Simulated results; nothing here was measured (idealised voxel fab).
This section sets out a process module, namely voxel wiring stack.
Each square cell in cross-section cut measures 5 nm, and the section as a whole is 220 nm wide.
Square cells in a grid make up a cross-section in this document, and the grid is given as bands, listed from the top down, each one or more rows of cells.
A band entry consists of two parts. The first gives the height of the band's top and the height of its bottom, in nm. The rest lists the band's materials from left to right, each with its width in nm. A single material labelled with the word "everywhere" fills the band from edge to edge, and the word "blank" marks empty space.
Heads up on the height convention: 0 is the point under which the incoming wafer is all one material, and the lowest band has no bottom, it just keeps going down, like "0 -> down".
When a width is written as two numbers, as in "30 to 40", the first number is the width in the top row of cells of the band and the second is the width in its bottom row, and the width changes by the same amount from each row to the next.
Take "same as before" at face value: in the step it is given for, the cross-section changed in none of its cells.
In "Entrapped voids" the enclosed voids are listed, meaning empty spaces of 8 cells or larger without any opening to the top. The form is width x height at distance, distance from the left edge, units nm.
Text after the settings on a step's line: the simulator's own remark on that step.
overlay nm: right-of-plan distance of the mask on a masked step; negative values mean left-of-plan.
Here's what the planned process steps look like
| 1 | RECEIVE, material Si |
| 2 | CONFORMAL_DEP, material SiO2, thk nm 10 |
| 3 | DIRECTIONAL_DEP, material TiN, thk nm 5 |
| 4 | DIRECTIONAL_DEP, material Ru, thk nm 20 |
| 5 | DIRECTIONAL_DEP, material aC, thk nm 15 |
| 6 | PATTERN, tone cover, mask id METAL_1, material resist, width nm 20, pitch nm 45, thk nm 35, overlay nm 0 |
| 7 | DIRECTIONAL_ETCH, etch materials aC, depth nm 15 |
| 8 | STRIP, etch materials resist |
| 9 | DIRECTIONAL_ETCH, etch materials Ru, depth nm 20 |
| 10 | DIRECTIONAL_ETCH, etch materials TiN, depth nm 5 |
| 11 | STRIP, etch materials aC |
| 12 | CONFORMAL_DEP, material SiCN, thk nm 5 |
| 13 | FILL_DEP, material lowk, thk nm 5 |
| 14 | CMP, height nm 35 |
| 15 | CONFORMAL_DEP, material SiCN, thk nm 5 |
| 16 | DIRECTIONAL_DEP, material lowk, thk nm 15 |
| 17 | DIRECTIONAL_DEP, material aC, thk nm 10 |
| 18 | PATTERN, tone open, mask id PLUG_1, material resist, width nm 15, pitch nm 45, thk nm 25, overlay nm 0 |
| 19 | DIRECTIONAL_ETCH, etch materials aC, depth nm 10 |
| 20 | STRIP, etch materials resist |
| 21 | DIRECTIONAL_ETCH, etch materials lowk, depth nm 15 |
| 22 | DIRECTIONAL_ETCH, etch materials SiCN, depth nm 5 |
| 23 | STRIP, etch materials aC |
| 24 | EPI, material Ru, thk nm 10 |
| 25 | EPI, material Ru, thk nm 10 |
| 26 | DIRECTIONAL_DEP, material TiN, thk nm 5 |
| 27 | DIRECTIONAL_DEP, material W, thk nm 25 |
| 28 | DIRECTIONAL_DEP, material aC, thk nm 15 |
| 29 | PATTERN, tone cover, mask id METAL_2, material resist, width nm 20, pitch nm 45, thk nm 30, overlay nm 0 |
| 30 | DIRECTIONAL_ETCH, etch materials aC, depth nm 15 |
| 31 | STRIP, etch materials resist |
| 32 | DIRECTIONAL_ETCH, etch materials W, depth nm 25 |
| 33 | DIRECTIONAL_ETCH, etch materials TiN, depth nm 5 |
| 34 | STRIP, etch materials aC |
| 35 | FILL_DEP, material lowk, thk nm 10 |
| 36 | CMP, height nm 85 |
| 37 | CONFORMAL_DEP, material SiCN, thk nm 5 |
| 38 | DIRECTIONAL_DEP, material lowk, thk nm 30 |
| 39 | PATTERN, tone open, mask id METAL_3, material resist, width nm 20, pitch nm 45, thk nm 20, overlay nm 0 |
| 40 | DIRECTIONAL_ETCH, etch materials lowk, depth nm 15 |
| 41 | STRIP, etch materials resist |
| 42 | MASKED_ETCH, tone open, mask id METAL_3_HOLES, width nm 15, pitch nm 45, etch materials lowk, depth nm 15, overlay nm 0 |
| 43 | MASKED_ETCH, tone open, mask id METAL_3_HOLES, width nm 15, pitch nm 45, etch materials SiCN, depth nm 5, overlay nm 0 |
| 44 | CONFORMAL_DEP, material TiN, thk nm 5 |
| 45 | FILL_DEP, material Cu, thk nm 5 |
| 46 | CMP, height nm 120 |
| 47 | CONFORMAL_DEP, material SiN, thk nm 5 |
It is noted that the wafers described herein are identical at the outset and are distinguished by the width nm of step 18; the value stated in the plan corresponds to the first wafer.
After step 1, as received: first of several wafers, cross-section
    0 -> down = Si everywhere
    Entrapped voids: none
Module finished, last step 47 done: cross-section of the first of several wafers
    125 -> 120 = SiN everywhere
    120 -> 110 = 75 lowk, 5 TiN, 10 Cu, 5 TiN, 25 lowk, 5 TiN, 10 Cu, 5 TiN, 80 lowk
    110 -> 105 = 75 lowk, 5 TiN, 5 Cu, 10 TiN, 25 lowk, 5 TiN, 5 Cu, 10 TiN, 80 lowk
    105 -> 90 = 75 lowk, 5 TiN, 5 Cu, 5 TiN, 30 lowk, 5 TiN, 5 Cu, 5 TiN, 85 lowk
    90 -> 85 = 75 SiCN, 15 TiN, 30 SiCN, 15 TiN, 85 SiCN
    85 -> 60 = 75 lowk, 20 W, 25 lowk, 20 W, 80 lowk
    60 -> 55 = 75 lowk, 20 TiN, 25 lowk, 20 TiN, 80 lowk
    55 -> 40 = 75 lowk, 15 Ru, 30 lowk, 15 Ru, 85 lowk
    40 -> 35 = 75 SiCN, 15 Ru, 30 SiCN, 15 Ru, 85 SiCN
    35 -> 15 = 70 lowk, 5 SiCN, 20 Ru, 5 SiCN, 15 lowk, 5 SiCN, 20 Ru, 5 SiCN, 75 lowk
    15 -> 10 = 75 SiCN, 20 TiN, 25 SiCN, 20 TiN, 80 SiCN
    10 -> 0 = SiO2 everywhere
    0 -> down = Si everywhere
    Entrapped voids: none
Last wafer x-sec, end of module
    125 -> 120 = SiN everywhere
    120 -> 110 = 75 lowk, 5 TiN, 10 Cu, 5 TiN, 25 lowk, 5 TiN, 10 Cu, 5 TiN, 80 lowk
    110 -> 105 = 75 lowk, 5 TiN, 5 Cu, 10 TiN, 25 lowk, 5 TiN, 5 Cu, 10 TiN, 80 lowk
    105 -> 90 = 75 lowk, 5 TiN, 5 Cu, 5 TiN, 30 lowk, 5 TiN, 5 Cu, 5 TiN, 85 lowk
    90 -> 85 = 75 SiCN, 15 TiN, 30 SiCN, 15 TiN, 85 SiCN
    85 -> 60 = 75 lowk, 20 W, 25 lowk, 20 W, 80 lowk
    60 -> 55 = 75 lowk, 20 TiN, 25 lowk, 20 TiN, 80 lowk
    55 -> 40 = 70 lowk, 30 Ru, 15 lowk, 30 Ru, 75 lowk
    40 -> 35 = 70 SiCN, 30 Ru, 15 SiCN, 30 Ru, 75 SiCN
    35 -> 15 = 70 lowk, 5 SiCN, 20 Ru, 5 SiCN, 15 lowk, 5 SiCN, 20 Ru, 5 SiCN, 75 lowk
    15 -> 10 = 75 SiCN, 20 TiN, 25 SiCN, 20 TiN, 80 SiCN
    10 -> 0 = SiO2 everywhere
    0 -> down = Si everywhere
    Entrapped voids: none
Table: wafers, a row each; end-of-module cell change per material since receipt, gain (+), loss (-); then closed voids
width nm 15 | +16 Cu | +56 Ru | +128 SiCN | +44 SiN | +88 SiO2 | +48 TiN | +40 W | +680 lowk | Entrapped voids: none
width nm 20 | +16 Cu | +64 Ru | +126 SiCN | +44 SiN | +88 SiO2 | +48 TiN | +40 W | +674 lowk | Entrapped voids: none
width nm 25 | +16 Cu | +72 Ru | +124 SiCN | +44 SiN | +88 SiO2 | +48 TiN | +40 W | +668 lowk | Entrapped voids: none
width nm 30 | +16 Cu | +80 Ru | +122 SiCN | +44 SiN | +88 SiO2 | +48 TiN | +40 W | +662 lowk | Entrapped voids: none
